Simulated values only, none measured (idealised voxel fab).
Process module under the name voxel self aligned contacts
The cross-section shown here is cut; it is 205 nm wide and divided into square cells measuring 5 nm on a side.
Cross-section, as written here: a square-cell grid given band by band from the top down, where a band holds one or more rows of cells. The band entry comprises the height of the band's top followed by the height of its bottom, expressed in nm, and subsequently the band's materials from left to right, each stated together with its width in nm. Where a single material is marked with the word "everywhere", that material fills the band from edge to edge. The word "air" represents empty space. For the purposes of this specification, 0 denotes the height below which the wafer in its as-received condition is composed wholly of one material, and the lowermost band, lacking a lower limit, extends downward without end, as expressed in "0 -> down". It should be noted that a width expressed as "30 to 40" varies in equal increments from row to row of cells within the band, taking the value of the first number at the top row and that of the second number at the bottom row. The cross-section has no changed cell in any step marked "no modification". Under "Closed void inventory" you'll find the enclosed gaps, the ones with no way out to the top, that are 8 cells or bigger; each reads width x height at distance, with distance counted from the left edge, everything in nm. Heads up: the bit after the settings on a step's line is the simulator's remark on that step. "overlay nm" denotes, for a step that has a mask, the displacement of the mask to the right of its planned place, with negative values corresponding to the left.
-- plan
1: RECEIVE [material Si]
2: CONFORMAL_DEP [material SiO2] [thk nm 5]
3: DIRECTIONAL_DEP [material polySi] [thk nm 20]
4: DIRECTIONAL_DEP [material SiN] [thk nm 15]
5: MASKED_ETCH [tone cover] [mask id GATE] [width nm 30] [pitch nm 65] [etch materials SiN] [depth nm 15] [overlay nm 0]
6: MASKED_ETCH [tone cover] [mask id GATE] [width nm 30] [pitch nm 65] [etch materials polySi] [depth nm 20] [overlay nm 0]
7: CONFORMAL_DEP [material SiN] [thk nm 5]
8: DIRECTIONAL_ETCH [etch materials SiN] [depth nm 5]
9: FILL_DEP [material SiO2] [thk nm 20]
10: CMP [height nm 50]
11: DIRECTIONAL_DEP [material aC] [thk nm 5]
12: PATTERN [tone open] [mask id CONTACT] [material resist] [width nm 45] [thk nm 25] [overlay nm 0]
13: DIRECTIONAL_ETCH [etch materials aC] [depth nm 10]
14: STRIP [etch materials resist]
15: DIRECTIONAL_ETCH [etch materials SiO2] [depth nm 50]
16: STRIP [etch materials aC]
17: CONFORMAL_DEP [material TiN] [thk nm 5]
18: FILL_DEP [material W] [thk nm 10]
19: CMP [height nm 50]
20: CONFORMAL_DEP [material SiN] [thk nm 5]
Where the wafers of this document differ is in the thk nm of step 11; they start out the same, and the plan states the value that applied to the first wafer.
-- Received wafers, first of several: cross-section after step 1
* 0 -> down  Si everywhere
* Closed void inventory: none
-- Note: the following table is arranged by wafer, a row apiece. Each row reports the end-of-module state: per material, cells gained (+) or cells lost (-) compared with the wafer as received; closed voids follow
thk nm 5; +105 SiN; +240 SiO2; +27 TiN; +31 W; +48 polySi; Closed void inventory: none
thk nm 10; +105 SiN; +240 SiO2; +27 TiN; +31 W; +48 polySi; Closed void inventory: none
thk nm 15; +105 SiN; +298 SiO2; +48 polySi; Closed void inventory: none
thk nm 20; +105 SiN; +298 SiO2; +48 polySi; Closed void inventory: none
thk nm 25; +105 SiN; +298 SiO2; +48 polySi; Closed void inventory: none
